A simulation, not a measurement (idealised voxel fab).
Process module, titled voxel transistor to metal
It is cross-section cut that appears here, measuring 210 nm in width, its square cells being 5 nm in size.
In this document a cross-section is written as a grid of square cells. It is given as a series of bands, listed from the top down, and a band is one or more rows of cells.
Band: top height; bottom height; in nm. Then, left to right: material with width in nm, for each material. "everywhere": a single material spanning edge to edge. "air": empty space.
Ref level 0: as-received wafer is one material below here. Bottom band extends down with no lower bound ("0 nm and below").
Graded width ("30->40"): value in top row of band = first number; value in bottom row = second number; row-to-row change constant.
Given "stayed the same" for a step, no cell of the cross-section differs between before and after that step.
So "Closed void inventory" is basically the list of trapped voids: any empty space of 8 cells or more that can't reach the top through an opening. They're written width x height at distance, the distance being from the left edge, and it's all nm.
On each step's line, the part that comes after the settings is the simulator's own comment on the step.
If you see "overlay nm" on a step's line and that step has a mask, it's telling you how far right of where it was planned the mask ended up; a negative number means it went left instead.
How should the pairs below be read? Each gives the cross-section before one process step and the cross-section after it, the latter drawn only to the lowest band that changed; the step that lies between them, with its settings, appears under the pair. Does a pair pick up where the pair above left off? Only where its entry headed "Pre-step snapshot" says so, since pairs can come from different runs of this module on the same starting wafer.

-- Pre-step snapshot
    100 nm to 80 nm = resist 50 nm; air 15 nm; resist 75 nm; air 15 nm; resist 55 nm
    80 nm to 50 nm = SiO2 50 nm; air 15 nm; SiO2 75 nm; air 15 nm; SiO2 55 nm
    50 nm to 45 nm = SiCN everywhere
    45 nm to 30 nm = lowk 50 nm; W 15 nm; lowk 75 nm; W 15 nm; lowk 55 nm
    30 nm to 25 nm = lowk 50 nm; TiN 15 nm; lowk 75 nm; TiN 15 nm; lowk 55 nm
    25 nm to 10 nm = SiO2 50 nm; TiN 5 nm; Ru 5 nm; TiN 5 nm; SiO2 75 nm; TiN 5 nm; Ru 5 nm; TiN 5 nm; SiO2 55 nm
    10 nm to 5 nm = SiO2 50 nm; TiN 5 nm; Ru 5 nm; TiN 5 nm; SiO2 10 nm; SiN 10 nm; HfO2 5 nm; TiN 5 nm; W 15 nm; TiN 5 nm; HfO2 5 nm; SiN 10 nm; SiO2 10 nm; TiN 5 nm; Ru 5 nm; TiN 5 nm; SiO2 55 nm
    5 nm to 0 nm = SiO2 35 nm; SiN 10 nm; SiO2 5 nm; TiN 15 nm; SiO2 10 nm; SiN 10 nm; HfO2 5 nm; TiN 5 nm; W 15 nm; TiN 5 nm; HfO2 5 nm; SiN 10 nm; SiO2 10 nm; TiN 15 nm; SiO2 5 nm; SiN 10 nm; SiO2 40 nm
    0 nm to -5 nm = SiO2 35 nm; SiN 10 nm; SiGe 10 nm; TiN 10 nm; SiGe 10 nm; SiN 10 nm; HfO2 5 nm; TiN 25 nm; HfO2 5 nm; SiN 10 nm; SiGe 10 nm; TiN 10 nm; SiGe 10 nm; SiN 10 nm; SiO2 40 nm
    -5 nm to -10 nm = SiO2 45 nm; SiGe 10 nm; TiN 10 nm; SiGe 10 nm; SiO2 5 nm; HfO2 45 nm; SiO2 5 nm; SiGe 10 nm; TiN 10 nm; SiGe 10 nm; SiO2 50 nm
    -10 nm to -20 nm = SiO2 40 nm; Si 5 nm; SiGe 30 nm; Si 55 nm; SiGe 30 nm; Si 5 nm; SiO2 45 nm
    -20 nm to -75 nm = SiO2 40 nm; Si 125 nm; SiO2 45 nm
    -75 nm and below = Si everywhere
    Closed void inventory: none

-- Cross-Section After Step
    100 nm to 80 nm = resist 50 nm; air 15 nm; resist 75 nm; air 15 nm; resist 55 nm
    80 nm to 50 nm = SiO2 50 nm; air 15 nm; SiO2 75 nm; air 15 nm; SiO2 55 nm
    50 nm to 45 nm = SiCN 50 nm; air 15 nm; SiCN 75 nm; air 15 nm; SiCN 55 nm
    All layers under 45 are left as they were.
    Closed void inventory: none
Which process step falls between the two cross-sections above? DIRECTIONAL_ETCH, etch materials SiCN, depth nm 5

Pre-step snapshot: after-step cross-section of the pair just above applies.

-- Cross-Section After Step
    80 nm to 50 nm = SiO2 50 nm; air 15 nm; SiO2 75 nm; air 15 nm; SiO2 55 nm
    All layers under 50 are left as they were.
    Closed void inventory: none
Which process step falls between the two cross-sections above? STRIP, etch materials resist

Pre-step snapshot: after-step cross-section of the pair just above applies.

-- Cross-Section After Step
    85 nm to 80 nm = TiN 55 nm; air 5 nm; TiN 85 nm; air 5 nm; TiN 60 nm
    80 nm to 50 nm = SiO2 50 nm; TiN 5 nm; air 5 nm; TiN 5 nm; SiO2 75 nm; TiN 5 nm; air 5 nm; TiN 5 nm; SiO2 55 nm
    50 nm to 45 nm = SiCN 50 nm; TiN 15 nm; SiCN 75 nm; TiN 15 nm; SiCN 55 nm
    All layers under 45 are left as they were.
    Closed void inventory: none
Which process step falls between the two cross-sections above? CONFORMAL_DEP, material TiN, thk nm 5

Pre-step snapshot: after-step cross-section of the pair just above applies.

-- Cross-Section After Step
    95 nm to 85 nm = Ru everywhere
    85 nm to 80 nm = TiN 55 nm; Ru 5 nm; TiN 85 nm; Ru 5 nm; TiN 60 nm
    80 nm to 50 nm = SiO2 50 nm; TiN 5 nm; Ru 5 nm; TiN 5 nm; SiO2 75 nm; TiN 5 nm; Ru 5 nm; TiN 5 nm; SiO2 55 nm
    All layers under 50 are left as they were.
    Closed void inventory: none
Which process step falls between the two cross-sections above? FILL_DEP, material Ru, thk nm 10

Pre-step snapshot: after-step cross-section of the pair just above applies.

-- Cross-Section After Step
    80 nm to 50 nm = SiO2 50 nm; TiN 5 nm; Ru 5 nm; TiN 5 nm; SiO2 75 nm; TiN 5 nm; Ru 5 nm; TiN 5 nm; SiO2 55 nm
    All layers under 50 are left as they were.
    Closed void inventory: none
Which process step falls between the two cross-sections above? CMP, height nm 80

Pre-step snapshot: after-step cross-section of the pair just above applies.

-- Cross-Section After Step
    85 nm to 80 nm = SiN everywhere
    All layers under 80 are left as they were.
    Closed void inventory: none
Which process step falls between the two cross-sections above? CONFORMAL_DEP, material SiN, thk nm 5

-- Pre-step snapshot
    15 nm to 10 nm = air 40 nm; SiN 125 nm; air 45 nm
    10 nm to 0 nm = SiO2 40 nm; SiN 125 nm; SiO2 45 nm
    0 nm to -5 nm = SiO2 everywhere
    -5 nm to -40 nm = SiO2 40 nm; Si 125 nm; SiO2 45 nm
    -40 nm and below = Si everywhere
    Closed void inventory: none

-- Cross-Section After Step
    15 nm to 5 nm = air 40 nm; SiN 125 nm; air 45 nm
    All layers under 5 are left as they were.
    Closed void inventory: none
Which process step falls between the two cross-sections above? SELECTIVE_ETCH, etch materials SiO2, depth nm 5

Pre-step snapshot: after-step cross-section of the pair just above applies.

-- Cross-Section After Step
    5 nm to 0 nm = SiO2 40 nm; air 125 nm; SiO2 45 nm
    All layers under 0 are left as they were.
    Closed void inventory: none
Which process step falls between the two cross-sections above? STRIP, etch materials SiN

Pre-step snapshot: after-step cross-section of the pair just above applies.

-- Cross-Section After Step
    25 nm to 20 nm = polySi 40 nm; air 125 nm; polySi 45 nm
    20 nm to 5 nm = polySi everywhere
    5 nm to 0 nm = SiO2 40 nm; polySi 125 nm; SiO2 45 nm
    All layers under 0 are left as they were.
    Closed void inventory: none
Which process step falls between the two cross-sections above? DIRECTIONAL_DEP, material polySi, thk nm 20

Pre-step snapshot: after-step cross-section of the pair just above applies.

-- Cross-Section After Step
    40 nm to 35 nm = SiCN 40 nm; air 125 nm; SiCN 45 nm
    35 nm to 25 nm = SiCN everywhere
    25 nm to 20 nm = polySi 40 nm; SiCN 125 nm; polySi 45 nm
    All layers under 20 are left as they were.
    Closed void inventory: none
Which process step falls between the two cross-sections above? DIRECTIONAL_DEP, material SiCN, thk nm 15

Pre-step snapshot: after-step cross-section of the pair just above applies.

-- Cross-Section After Step
    55 nm to 40 nm = air 85 nm; resist 35 nm; air 90 nm
    40 nm to 35 nm = SiCN 40 nm; air 45 nm; resist 35 nm; air 45 nm; SiCN 45 nm
    All layers under 35 are left as they were.
    Closed void inventory: none
Which process step falls between the two cross-sections above? PATTERN, tone cover, mask id GATE, material resist, width nm 35, thk nm 15, overlay nm 0

Pre-step snapshot: after-step cross-section of the pair just above applies.

-- Cross-Section After Step
    55 nm to 35 nm = air 85 nm; resist 35 nm; air 90 nm
    35 nm to 25 nm = air 85 nm; SiCN 35 nm; air 90 nm
    25 nm to 20 nm = polySi 40 nm; air 45 nm; SiCN 35 nm; air 45 nm; polySi 45 nm
    All layers under 20 are left as they were.
    Closed void inventory: none
Which process step falls between the two cross-sections above? DIRECTIONAL_ETCH, etch materials SiCN, depth nm 25

Pre-step snapshot: after-step cross-section of the pair just above applies.

-- Cross-Section After Step
    55 nm to 35 nm = air 85 nm; resist 35 nm; air 90 nm
    35 nm to 20 nm = air 85 nm; SiCN 35 nm; air 90 nm
    20 nm to 5 nm = air 85 nm; polySi 35 nm; air 90 nm
    5 nm to 0 nm = SiO2 40 nm; air 45 nm; polySi 35 nm; air 45 nm; SiO2 45 nm
    All layers under 0 are left as they were.
    Closed void inventory: none
Which process step falls between the two cross-sections above? DIRECTIONAL_ETCH, etch materials polySi, depth nm 30

Pre-step snapshot: after-step cross-section of the pair just above applies.

-- Cross-Section After Step
    35 nm to 20 nm = air 85 nm; SiCN 35 nm; air 90 nm
    All layers under 20 are left as they were.
    Closed void inventory: none
Which process step falls between the two cross-sections above? STRIP, etch materials resist

Pre-step snapshot: after-step cross-section of the pair just above applies.

-- Cross-Section After Step
    45 nm to 35 nm = air 75 nm; SiN 55 nm; air 80 nm
    35 nm to 20 nm = air 75 nm; SiN 10 nm; SiCN 35 nm; SiN 10 nm; air 80 nm
    20 nm to 15 nm = air 75 nm; SiN 10 nm; polySi 35 nm; SiN 10 nm; air 80 nm
    15 nm to 10 nm = SiN 50 nm; air 25 nm; SiN 10 nm; polySi 35 nm; SiN 10 nm; air 25 nm; SiN 55 nm
    10 nm to 5 nm = SiN 85 nm; polySi 35 nm; SiN 90 nm
    5 nm to 0 nm = SiO2 40 nm; SiN 45 nm; polySi 35 nm; SiN 45 nm; SiO2 45 nm
    All layers under 0 are left as they were.
    Closed void inventory: none
Which process step falls between the two cross-sections above? CONFORMAL_DEP, material SiN, thk nm 10

Pre-step snapshot: after-step cross-section of the pair just above applies.

-- Cross-Section After Step
    35 nm to 20 nm = air 75 nm; SiN 10 nm; SiCN 35 nm; SiN 10 nm; air 80 nm
    20 nm to 5 nm = air 75 nm; SiN 10 nm; polySi 35 nm; SiN 10 nm; air 80 nm
    5 nm to 0 nm = SiO2 40 nm; SiN 10 nm; air 25 nm; SiN 10 nm; polySi 35 nm; SiN 10 nm; air 25 nm; SiN 10 nm; SiO2 45 nm
    All layers under 0 are left as they were.
    Closed void inventory: none
Which process step falls between the two cross-sections above? DIRECTIONAL_ETCH, etch materials SiN, depth nm 10

Pre-step snapshot: after-step cross-section of the pair just above applies.

-- Cross-Section After Step
    35 nm to 20 nm = air 75 nm; SiN 10 nm; SiCN 35 nm; SiN 10 nm; air 80 nm
    20 nm to 5 nm = air 75 nm; SiN 10 nm; polySi 35 nm; SiN 10 nm; air 80 nm
    5 nm to 0 nm = air 40 nm; SiN 10 nm; air 25 nm; SiN 10 nm; polySi 35 nm; SiN 10 nm; air 25 nm; SiN 10 nm; air 45 nm
    0 nm to -5 nm = SiO2 50 nm; air 25 nm; SiO2 55 nm; air 25 nm; SiO2 55 nm
    All layers under -5 are left as they were.
    Closed void inventory: none
Which process step falls between the two cross-sections above? DIRECTIONAL_ETCH, etch materials SiO2, depth nm 5

Pre-step snapshot: after-step cross-section of the pair just above applies.

-- Cross-Section After Step
    35 nm to 20 nm = air 75 nm; SiN 10 nm; SiCN 35 nm; SiN 10 nm; air 80 nm
    20 nm to 5 nm = air 75 nm; SiN 10 nm; polySi 35 nm; SiN 10 nm; air 80 nm
    5 nm to 0 nm = air 40 nm; SiN 10 nm; air 25 nm; SiN 10 nm; polySi 35 nm; SiN 10 nm; air 25 nm; SiN 10 nm; air 45 nm
    0 nm to -5 nm = SiO2 50 nm; air 25 nm; SiO2 55 nm; air 25 nm; SiO2 55 nm
    -5 nm to -15 nm = SiO2 40 nm; Si 10 nm; air 25 nm; Si 55 nm; air 25 nm; Si 10 nm; SiO2 45 nm
    All layers under -15 are left as they were.
    Closed void inventory: none
Which process step falls between the two cross-sections above? DIRECTIONAL_ETCH, etch materials Si, depth nm 10

Pre-step snapshot: after-step cross-section of the pair just above applies.

-- Cross-Section After Step
    35 nm to 20 nm = air 75 nm; SiN 10 nm; SiCN 35 nm; SiN 10 nm; air 80 nm
    20 nm to 5 nm = air 75 nm; SiN 10 nm; polySi 35 nm; SiN 10 nm; air 80 nm
    5 nm to 0 nm = air 40 nm; SiN 10 nm; SiGe 10 nm; air 5 nm; SiGe 10 nm; SiN 10 nm; polySi 35 nm; SiN 10 nm; SiGe 10 nm; air 5 nm; SiGe 10 nm; SiN 10 nm; air 45 nm
    0 nm to -5 nm = SiO2 50 nm; SiGe 10 nm; air 5 nm; SiGe 10 nm; SiO2 55 nm; SiGe 10 nm; air 5 nm; SiGe 10 nm; SiO2 55 nm
    -5 nm to -15 nm = SiO2 40 nm; Si 10 nm; SiGe 25 nm; Si 55 nm; SiGe 25 nm; Si 10 nm; SiO2 45 nm
    All layers under -15 are left as they were.
    Closed void inventory: none
Which process step falls between the two cross-sections above? EPI, material SiGe, thk nm 10

Pre-step snapshot: after-step cross-section of the pair just above applies.

-- Cross-Section After Step
    45 nm to 35 nm = SiO2 everywhere
    35 nm to 20 nm = SiO2 75 nm; SiN 10 nm; SiCN 35 nm; SiN 10 nm; SiO2 80 nm
    20 nm to 5 nm = SiO2 75 nm; SiN 10 nm; polySi 35 nm; SiN 10 nm; SiO2 80 nm
    5 nm to 0 nm = SiO2 40 nm; SiN 10 nm; SiGe 10 nm; SiO2 5 nm; SiGe 10 nm; SiN 10 nm; polySi 35 nm; SiN 10 nm; SiGe 10 nm; SiO2 5 nm; SiGe 10 nm; SiN 10 nm; SiO2 45 nm
    0 nm to -5 nm = SiO2 50 nm; SiGe 10 nm; SiO2 5 nm; SiGe 10 nm; SiO2 55 nm; SiGe 10 nm; SiO2 5 nm; SiGe 10 nm; SiO2 55 nm
    All layers under -5 are left as they were.
    Closed void inventory: none
Which process step falls between the two cross-sections above? FILL_DEP, material SiO2, thk nm 10

Pre-step snapshot: after-step cross-section of the pair just above applies.

-- Cross-Section After Step
    15 nm to 5 nm = SiO2 75 nm; SiN 10 nm; polySi 35 nm; SiN 10 nm; SiO2 80 nm
    All layers under 5 are left as they were.
    Closed void inventory: none
Which process step falls between the two cross-sections above? CMP, height nm 15

Pre-step snapshot: after-step cross-section of the pair just above applies.

-- Cross-Section After Step
    15 nm to 5 nm = SiO2 75 nm; SiN 10 nm; air 35 nm; SiN 10 nm; SiO2 80 nm
    5 nm to 0 nm = SiO2 40 nm; SiN 10 nm; SiGe 10 nm; SiO2 5 nm; SiGe 10 nm; SiN 10 nm; air 35 nm; SiN 10 nm; SiGe 10 nm; SiO2 5 nm; SiGe 10 nm; SiN 10 nm; SiO2 45 nm
    All layers under 0 are left as they were.
    Closed void inventory: none
Which process step falls between the two cross-sections above? STRIP, etch materials polySi

Pre-step snapshot: after-step cross-section of the pair just above applies.

-- Cross-Section After Step
    15 nm to 10 nm = air 75 nm; SiN 10 nm; air 35 nm; SiN 10 nm; air 80 nm
    10 nm to 5 nm = SiO2 75 nm; SiN 10 nm; air 35 nm; SiN 10 nm; SiO2 80 nm
    5 nm to 0 nm = SiO2 40 nm; SiN 10 nm; SiGe 10 nm; SiO2 5 nm; SiGe 10 nm; SiN 10 nm; air 35 nm; SiN 10 nm; SiGe 10 nm; SiO2 5 nm; SiGe 10 nm; SiN 10 nm; SiO2 45 nm
    0 nm to -5 nm = SiO2 50 nm; SiGe 10 nm; SiO2 5 nm; SiGe 10 nm; SiO2 5 nm; air 45 nm; SiO2 5 nm; SiGe 10 nm; SiO2 5 nm; SiGe 10 nm; SiO2 55 nm
    All layers under -5 are left as they were.
    Closed void inventory: none
Which process step falls between the two cross-sections above? SELECTIVE_ETCH, etch materials SiO2, depth nm 5

Pre-step snapshot: after-step cross-section of the pair just above applies.

-- Cross-Section After Step
    20 nm to 15 nm = air 70 nm; HfO2 20 nm; air 25 nm; HfO2 20 nm; air 75 nm
    15 nm to 10 nm = HfO2 75 nm; SiN 10 nm; HfO2 5 nm; air 25 nm; HfO2 5 nm; SiN 10 nm; HfO2 80 nm
    10 nm to 5 nm = SiO2 75 nm; SiN 10 nm; HfO2 5 nm; air 25 nm; HfO2 5 nm; SiN 10 nm; SiO2 80 nm
    5 nm to 0 nm = SiO2 40 nm; SiN 10 nm; SiGe 10 nm; SiO2 5 nm; SiGe 10 nm; SiN 10 nm; HfO2 5 nm; air 25 nm; HfO2 5 nm; SiN 10 nm; SiGe 10 nm; SiO2 5 nm; SiGe 10 nm; SiN 10 nm; SiO2 45 nm
    0 nm to -5 nm = SiO2 50 nm; SiGe 10 nm; SiO2 5 nm; SiGe 10 nm; SiO2 5 nm; HfO2 45 nm; SiO2 5 nm; SiGe 10 nm; SiO2 5 nm; SiGe 10 nm; SiO2 55 nm
    All layers under -5 are left as they were.
    Closed void inventory: none
Which process step falls between the two cross-sections above? CONFORMAL_DEP, material HfO2, thk nm 5

Pre-step snapshot: after-step cross-section of the pair just above applies.

-- Cross-Section After Step
    25 nm to 20 nm = air 65 nm; TiN 30 nm; air 15 nm; TiN 30 nm; air 70 nm
    20 nm to 15 nm = TiN 70 nm; HfO2 20 nm; TiN 5 nm; air 15 nm; TiN 5 nm; HfO2 20 nm; TiN 75 nm
    15 nm to 10 nm = HfO2 75 nm; SiN 10 nm; HfO2 5 nm; TiN 5 nm; air 15 nm; TiN 5 nm; HfO2 5 nm; SiN 10 nm; HfO2 80 nm
    10 nm to 5 nm = SiO2 75 nm; SiN 10 nm; HfO2 5 nm; TiN 5 nm; air 15 nm; TiN 5 nm; HfO2 5 nm; SiN 10 nm; SiO2 80 nm
    5 nm to 0 nm = SiO2 40 nm; SiN 10 nm; SiGe 10 nm; SiO2 5 nm; SiGe 10 nm; SiN 10 nm; HfO2 5 nm; TiN 25 nm; HfO2 5 nm; SiN 10 nm; SiGe 10 nm; SiO2 5 nm; SiGe 10 nm; SiN 10 nm; SiO2 45 nm
    All layers under 0 are left as they were.
    Closed void inventory: none
Which process step falls between the two cross-sections above? CONFORMAL_DEP, material TiN, thk nm 5

Pre-step snapshot: after-step cross-section of the pair just above applies.

-- Cross-Section After Step
    35 nm to 25 nm = W everywhere
    25 nm to 20 nm = W 65 nm; TiN 30 nm; W 15 nm; TiN 30 nm; W 70 nm
    20 nm to 15 nm = TiN 70 nm; HfO2 20 nm; TiN 5 nm; W 15 nm; TiN 5 nm; HfO2 20 nm; TiN 75 nm
    15 nm to 10 nm = HfO2 75 nm; SiN 10 nm; HfO2 5 nm; TiN 5 nm; W 15 nm; TiN 5 nm; HfO2 5 nm; SiN 10 nm; HfO2 80 nm
    10 nm to 5 nm = SiO2 75 nm; SiN 10 nm; HfO2 5 nm; TiN 5 nm; W 15 nm; TiN 5 nm; HfO2 5 nm; SiN 10 nm; SiO2 80 nm
    All layers under 5 are left as they were.
    Closed void inventory: none
Which process step falls between the two cross-sections above? FILL_DEP, material W, thk nm 10

Pre-step snapshot: after-step cross-section of the pair just above applies.

-- Cross-Section After Step
    10 nm to 5 nm = SiO2 75 nm; SiN 10 nm; HfO2 5 nm; TiN 5 nm; W 15 nm; TiN 5 nm; HfO2 5 nm; SiN 10 nm; SiO2 80 nm
    All layers under 5 are left as they were.
    Closed void inventory: none
Which process step falls between the two cross-sections above? CMP, height nm 10

Pre-step snapshot: after-step cross-section of the pair just above applies.

-- Cross-Section After Step
    25 nm to 10 nm = SiO2 everywhere
    All layers under 10 are left as they were.
    Closed void inventory: none
Which process step falls between the two cross-sections above? DIRECTIONAL_DEP, material SiO2, thk nm 15

Pre-step snapshot: after-step cross-section of the pair just above applies.

-- Cross-Section After Step
    45 nm to 25 nm = resist 50 nm; air 15 nm; resist 75 nm; air 15 nm; resist 55 nm
    All layers under 25 are left as they were.
    Closed void inventory: none
Which process step falls between the two cross-sections above? PATTERN, tone open, mask id CONTACT, material resist, width nm 15, pitch nm 90, thk nm 20, overlay nm 0

Pre-step snapshot: after-step cross-section of the pair just above applies.

-- Cross-Section After Step
    45 nm to 25 nm = resist 50 nm; air 15 nm; resist 75 nm; air 15 nm; resist 55 nm
    25 nm to 10 nm = SiO2 50 nm; air 15 nm; SiO2 75 nm; air 15 nm; SiO2 55 nm
    10 nm to 5 nm = SiO2 50 nm; air 15 nm; SiO2 10 nm; SiN 10 nm; HfO2 5 nm; TiN 5 nm; W 15 nm; TiN 5 nm; HfO2 5 nm; SiN 10 nm; SiO2 10 nm; air 15 nm; SiO2 55 nm
    5 nm to 0 nm = SiO2 40 nm; SiN 10 nm; SiGe 10 nm; air 5 nm; SiGe 10 nm; SiN 10 nm; HfO2 5 nm; TiN 25 nm; HfO2 5 nm; SiN 10 nm; SiGe 10 nm; air 5 nm; SiGe 10 nm; SiN 10 nm; SiO2 45 nm
    0 nm to -5 nm = SiO2 50 nm; SiGe 10 nm; air 5 nm; SiGe 10 nm; SiO2 5 nm; HfO2 45 nm; SiO2 5 nm; SiGe 10 nm; air 5 nm; SiGe 10 nm; SiO2 55 nm
    All layers under -5 are left as they were.
    Closed void inventory: none
Which process step falls between the two cross-sections above? DIRECTIONAL_ETCH, etch materials SiO2, depth nm 35

Pre-step snapshot: after-step cross-section of the pair just above applies.

-- Cross-Section After Step
    25 nm to 10 nm = SiO2 50 nm; air 15 nm; SiO2 75 nm; air 15 nm; SiO2 55 nm
    All layers under 10 are left as they were.
    Closed void inventory: none
Which process step falls between the two cross-sections above? STRIP, etch materials resist

Pre-step snapshot: after-step cross-section of the pair just above applies.

-- Cross-Section After Step
    30 nm to 25 nm = TiN 55 nm; air 5 nm; TiN 85 nm; air 5 nm; TiN 60 nm
    25 nm to 10 nm = SiO2 50 nm; TiN 5 nm; air 5 nm; TiN 5 nm; SiO2 75 nm; TiN 5 nm; air 5 nm; TiN 5 nm; SiO2 55 nm
    10 nm to 5 nm = SiO2 50 nm; TiN 15 nm; SiO2 10 nm; SiN 10 nm; HfO2 5 nm; TiN 5 nm; W 15 nm; TiN 5 nm; HfO2 5 nm; SiN 10 nm; SiO2 10 nm; TiN 15 nm; SiO2 55 nm
    5 nm to 0 nm = SiO2 40 nm; SiN 10 nm; SiGe 10 nm; TiN 5 nm; SiGe 10 nm; SiN 10 nm; HfO2 5 nm; TiN 25 nm; HfO2 5 nm; SiN 10 nm; SiGe 10 nm; TiN 5 nm; SiGe 10 nm; SiN 10 nm; SiO2 45 nm
    0 nm to -5 nm = SiO2 50 nm; SiGe 10 nm; TiN 5 nm; SiGe 10 nm; SiO2 5 nm; HfO2 45 nm; SiO2 5 nm; SiGe 10 nm; TiN 5 nm; SiGe 10 nm; SiO2 55 nm
    All layers under -5 are left as they were.
    Closed void inventory: none
Which process step falls between the two cross-sections above? CONFORMAL_DEP, material TiN, thk nm 5

Pre-step snapshot: after-step cross-section of the pair just above applies.

-- Cross-Section After Step
    40 nm to 30 nm = Ru everywhere
    30 nm to 25 nm = TiN 55 nm; Ru 5 nm; TiN 85 nm; Ru 5 nm; TiN 60 nm
    25 nm to 10 nm = SiO2 50 nm; TiN 5 nm; Ru 5 nm; TiN 5 nm; SiO2 75 nm; TiN 5 nm; Ru 5 nm; TiN 5 nm; SiO2 55 nm
    All layers under 10 are left as they were.
    Closed void inventory: none
Which process step falls between the two cross-sections above? FILL_DEP, material Ru, thk nm 10

Pre-step snapshot: after-step cross-section of the pair just above applies.

-- Cross-Section After Step
    25 nm to 10 nm = SiO2 50 nm; TiN 5 nm; Ru 5 nm; TiN 5 nm; SiO2 75 nm; TiN 5 nm; Ru 5 nm; TiN 5 nm; SiO2 55 nm
    All layers under 10 are left as they were.
    Closed void inventory: none
Which process step falls between the two cross-sections above? CMP, height nm 25

Pre-step snapshot: after-step cross-section of the pair just above applies.

-- Cross-Section After Step
    30 nm to 25 nm = TiN everywhere
    All layers under 25 are left as they were.
    Closed void inventory: none
Which process step falls between the two cross-sections above? DIRECTIONAL_DEP, material TiN, thk nm 5

Pre-step snapshot: after-step cross-section of the pair just above applies.

-- Cross-Section After Step
    45 nm to 30 nm = W everywhere
    All layers under 30 are left as they were.
    Closed void inventory: none
Which process step falls between the two cross-sections above? DIRECTIONAL_DEP, material W, thk nm 15

Pre-step snapshot: after-step cross-section of the pair just above applies.

-- Cross-Section After Step
    60 nm to 45 nm = air 50 nm; resist 15 nm; air 75 nm; resist 15 nm; air 55 nm
    All layers under 45 are left as they were.
    Closed void inventory: none
Which process step falls between the two cross-sections above? PATTERN, tone cover, mask id METAL_1, material resist, width nm 15, pitch nm 90, thk nm 15, overlay nm 0

Pre-step snapshot: after-step cross-section of the pair just above applies.

-- Cross-Section After Step
    60 nm to 45 nm = air 50 nm; resist 15 nm; air 75 nm; resist 15 nm; air 55 nm
    45 nm to 30 nm = air 50 nm; W 15 nm; air 75 nm; W 15 nm; air 55 nm
    All layers under 30 are left as they were.
    Closed void inventory: none
Which process step falls between the two cross-sections above? DIRECTIONAL_ETCH, etch materials W, depth nm 15

Pre-step snapshot: after-step cross-section of the pair just above applies.

-- Cross-Section After Step
    60 nm to 45 nm = air 50 nm; resist 15 nm; air 75 nm; resist 15 nm; air 55 nm
    45 nm to 30 nm = air 50 nm; W 15 nm; air 75 nm; W 15 nm; air 55 nm
    30 nm to 25 nm = air 50 nm; TiN 15 nm; air 75 nm; TiN 15 nm; air 55 nm
    All layers under 25 are left as they were.
    Closed void inventory: none
Which process step falls between the two cross-sections above? DIRECTIONAL_ETCH, etch materials TiN, depth nm 5

Pre-step snapshot: after-step cross-section of the pair just above applies.

-- Cross-Section After Step
    45 nm to 30 nm = air 50 nm; W 15 nm; air 75 nm; W 15 nm; air 55 nm
    All layers under 30 are left as they were.
    Closed void inventory: none
Which process step falls between the two cross-sections above? STRIP, etch materials resist

Pre-step snapshot: after-step cross-section of the pair just above applies.

-- Cross-Section After Step
    50 nm to 45 nm = lowk everywhere
    45 nm to 30 nm = lowk 50 nm; W 15 nm; lowk 75 nm; W 15 nm; lowk 55 nm
    30 nm to 25 nm = lowk 50 nm; TiN 15 nm; lowk 75 nm; TiN 15 nm; lowk 55 nm
    All layers under 25 are left as they were.
    Closed void inventory: none
Which process step falls between the two cross-sections above? FILL_DEP, material lowk, thk nm 5

Pre-step snapshot: after-step cross-section of the pair just above applies.

-- Cross-Section After Step
    45 nm to 30 nm = lowk 50 nm; W 15 nm; lowk 75 nm; W 15 nm; lowk 55 nm
    All layers under 30 are left as they were.
    Closed void inventory: none
Which process step falls between the two cross-sections above? CMP, height nm 45

Pre-step snapshot: after-step cross-section of the pair just above applies.

-- Cross-Section After Step
    50 nm to 45 nm = SiCN everywhere
    All layers under 45 are left as they were.
    Closed void inventory: none
Which process step falls between the two cross-sections above? CONFORMAL_DEP, material SiCN, thk nm 5

Pre-step snapshot: after-step cross-section of the pair just above applies.

-- Cross-Section After Step
    80 nm to 50 nm = SiO2 everywhere
    All layers under 50 are left as they were.
    Closed void inventory: none
Which process step falls between the two cross-sections above? DIRECTIONAL_DEP, material SiO2, thk nm 30

Pre-step snapshot: after-step cross-section of the pair just above applies.

-- Cross-Section After Step
    95 nm to 80 nm = aC everywhere
    All layers under 80 are left as they were.
    Closed void inventory: none
Which process step falls between the two cross-sections above? DIRECTIONAL_DEP, material aC, thk nm 15

Pre-step snapshot: after-step cross-section of the pair just above applies.

-- Cross-Section After Step
    125 nm to 95 nm = resist 50 nm; air 15 nm; resist 75 nm; air 15 nm; resist 55 nm
    All layers under 95 are left as they were.
    Closed void inventory: none
Which process step falls between the two cross-sections above? PATTERN, tone open, mask id METAL_2, material resist, width nm 15, pitch nm 90, thk nm 30, overlay nm 0

Pre-step snapshot: after-step cross-section of the pair just above applies.

-- Cross-Section After Step
    110 nm to 95 nm = resist 50 nm; air 15 nm; resist 75 nm; air 15 nm; resist 55 nm
    95 nm to 80 nm = aC 50 nm; air 15 nm; aC 75 nm; air 15 nm; aC 55 nm
    All layers under 80 are left as they were.
    Closed void inventory: none
Which process step falls between the two cross-sections above? DIRECTIONAL_ETCH, etch materials aC, depth nm 15

Pre-step snapshot: after-step cross-section of the pair just above applies.

-- Cross-Section After Step
    95 nm to 80 nm = aC 50 nm; air 15 nm; aC 75 nm; air 15 nm; aC 55 nm
    All layers under 80 are left as they were.
    Closed void inventory: none
Which process step falls between the two cross-sections above? STRIP, etch materials resist

Pre-step snapshot: after-step cross-section of the pair just above applies.

-- Cross-Section After Step
    95 nm to 80 nm = aC 50 nm; air 15 nm; aC 75 nm; air 15 nm; aC 55 nm
    80 nm to 65 nm = SiO2 50 nm; air 15 nm; SiO2 75 nm; air 15 nm; SiO2 55 nm
    All layers under 65 are left as they were.
    Closed void inventory: none
Which process step falls between the two cross-sections above? DIRECTIONAL_ETCH, etch materials SiO2, depth nm 15

Pre-step snapshot: after-step cross-section of the pair just above applies.

-- Cross-Section After Step
    80 nm to 65 nm = SiO2 50 nm; air 15 nm; SiO2 75 nm; air 15 nm; SiO2 55 nm
    All layers under 65 are left as they were.
    Closed void inventory: none
Which process step falls between the two cross-sections above? STRIP, etch materials aC

Pre-step snapshot: after-step cross-section of the pair just above applies.

-- Cross-Section After Step
    100 nm to 80 nm = resist 50 nm; air 15 nm; resist 75 nm; air 15 nm; resist 55 nm
    All layers under 80 are left as they were.
    Closed void inventory: none
Which process step falls between the two cross-sections above? PATTERN, tone open, mask id METAL_2_HOLES, material resist, width nm 15, pitch nm 90, thk nm 20, overlay nm 0

Pre-step snapshot: after-step cross-section of the pair just above applies.

-- Cross-Section After Step
    100 nm to 80 nm = resist 50 nm; air 15 nm; resist 75 nm; air 15 nm; resist 55 nm
    80 nm to 50 nm = SiO2 50 nm; air 15 nm; SiO2 75 nm; air 15 nm; SiO2 55 nm
    All layers under 50 are left as they were.
    Closed void inventory: none
Which process step falls between the two cross-sections above? DIRECTIONAL_ETCH, etch materials SiO2, depth nm 15
